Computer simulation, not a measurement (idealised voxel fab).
process module | voxel ribs on slabs
cross-section cut | 190 nm wide | cells 5 nm
A cross-section is a grid of square cells, given in bands from the top down. A band is one or more rows of cells.
Each band's line starts with the height of the band's top and of its bottom, in nm. Then come its materials from left to right, each with its width in nm. One material with "throughout" fills the band from edge to edge. "air" is empty space.
Height 0 is the level under which the wafer as received is all one material. The lowest band goes on downwards, as in "0 down".
A width such as "30 to 40" changes by the same amount from each row of cells to the next, from the band's top row to its bottom row.
"no change" after a step means that no cell of the cross-section changed.
closed voids: empty space of 8 cells or more with no open way to the top, each as width x height at its distance from the left edge, in nm
after a step's settings: what the simulator itself notes on the step
overlay nm, on a step with a mask: how far to the right of its planned place the mask lay; to the left if negative
plan
1 op RECEIVE | material Si
2 op DIRECTIONAL_DEP | material SiO2 | thk nm 25
3 op DIRECTIONAL_DEP | material polySi | thk nm 25
4 op DIRECTIONAL_DEP | material aC | thk nm 15
5 op PATTERN | tone cover | mask id RIB | material resist | width nm 30 | thk nm 35 | overlay nm 0
6 op DIRECTIONAL_ETCH | etch materials aC | depth nm 15
7 op STRIP | etch materials resist
8 op DIRECTIONAL_ETCH | etch materials polySi | depth nm 10
9 op STRIP | etch materials aC
10 op MASKED_ETCH | tone cover | mask id SLAB | width nm 90 | etch materials polySi | depth nm 15 | overlay nm 0
11 op FILL_DEP | material SiO2 | thk nm 20
12 op CMP | height nm 65
13 op DIRECTIONAL_DEP | material W | thk nm 5
14 op PATTERN | tone cover | mask id HEATER | material resist | width nm 40 | thk nm 15 | overlay nm 0
15 op DIRECTIONAL_ETCH | etch materials W | depth nm 5
16 op STRIP | etch materials resist
17 op CONFORMAL_DEP | material SiO2 | thk nm 5
first wafer, as planned
as received, after step 1
  0 down: Si throughout
  closed voids: none
after step 2
  25 to 0: SiO2 throughout
  below 0: unchanged
after step 3
  50 to 25: polySi throughout
  below 25: unchanged
after step 4
  65 to 50: aC throughout
  below 50: unchanged
after step 5
  100 to 65: air 80 | resist 30 | air 80
  below 65: unchanged
after step 6
  85 to 65: air 80 | resist 30 | air 80
  65 to 50: air 80 | aC 30 | air 80
  below 50: unchanged
after step 7
  65 to 50: air 80 | aC 30 | air 80
  below 50: unchanged
after step 8
  65 to 50: air 80 | aC 30 | air 80
  50 to 40: air 80 | polySi 30 | air 80
  below 40: unchanged
after step 9
  50 to 40: air 80 | polySi 30 | air 80
  below 40: unchanged
after step 10
  50 to 40: air 80 | polySi 30 | air 80
  40 to 25: air 50 | polySi 90 | air 50
  below 25: unchanged
after step 11
  70 to 50: SiO2 throughout
  50 to 40: SiO2 80 | polySi 30 | SiO2 80
  40 to 25: SiO2 50 | polySi 90 | SiO2 50
  below 25: unchanged
after step 12
  65 to 50: SiO2 throughout
  below 50: unchanged
after step 13
  70 to 65: W throughout
  below 65: unchanged
after step 14
  85 to 70: air 75 | resist 40 | air 75
  below 70: unchanged
after step 15
  85 to 70: air 75 | resist 40 | air 75
  70 to 65: air 75 | W 40 | air 75
  below 65: unchanged
after step 16
  70 to 65: air 75 | W 40 | air 75
  below 65: unchanged
after step 17
  75 to 70: air 70 | SiO2 50 | air 70
  70 to 65: SiO2 75 | W 40 | SiO2 75
  below 65: unchanged
second wafer: like start, like plan, one mistake. Through step 2 it matches the first wafer
when step 3 should have ended
  40 to 25: aC throughout
  below 25: unchanged
when step 4 should have ended
  65 to 40: polySi throughout
  below 40: unchanged
when step 5 should have ended
  100 to 65: air 80 | resist 30 | air 80
  below 65: unchanged
when step 6 should have ended
  85 to 65: air 80 | resist 30 | air 80
  below 65: unchanged
when step 7 should have ended
  65 to 40: polySi throughout
  below 40: unchanged
when step 8 should have ended
  55 to 40: polySi throughout
  below 40: unchanged
when step 9 should have ended: no change
when step 10 should have ended
  55 to 40: air 50 | polySi 90 | air 50
  below 40: unchanged
when step 11 should have ended
  75 to 55: SiO2 throughout
  55 to 40: SiO2 50 | polySi 90 | SiO2 50
  below 40: unchanged
when step 12 should have ended
  65 to 55: SiO2 throughout
  below 55: unchanged
when step 13 should have ended
  70 to 65: W throughout
  below 65: unchanged
when step 14 should have ended
  85 to 70: air 75 | resist 40 | air 75
  below 70: unchanged
when step 15 should have ended
  85 to 70: air 75 | resist 40 | air 75
  70 to 65: air 75 | W 40 | air 75
  below 65: unchanged
when step 16 should have ended
  70 to 65: air 75 | W 40 | air 75
  below 65: unchanged
when step 17 should have ended
  75 to 70: air 70 | SiO2 50 | air 70
  70 to 65: SiO2 75 | W 40 | SiO2 75
  below 65: unchanged
what went wrong: steps 3 and 4 were swapped
at the end the second wafer has, in cells: 102 fewer of SiO2 | 114 more of aC | 12 fewer of polySi
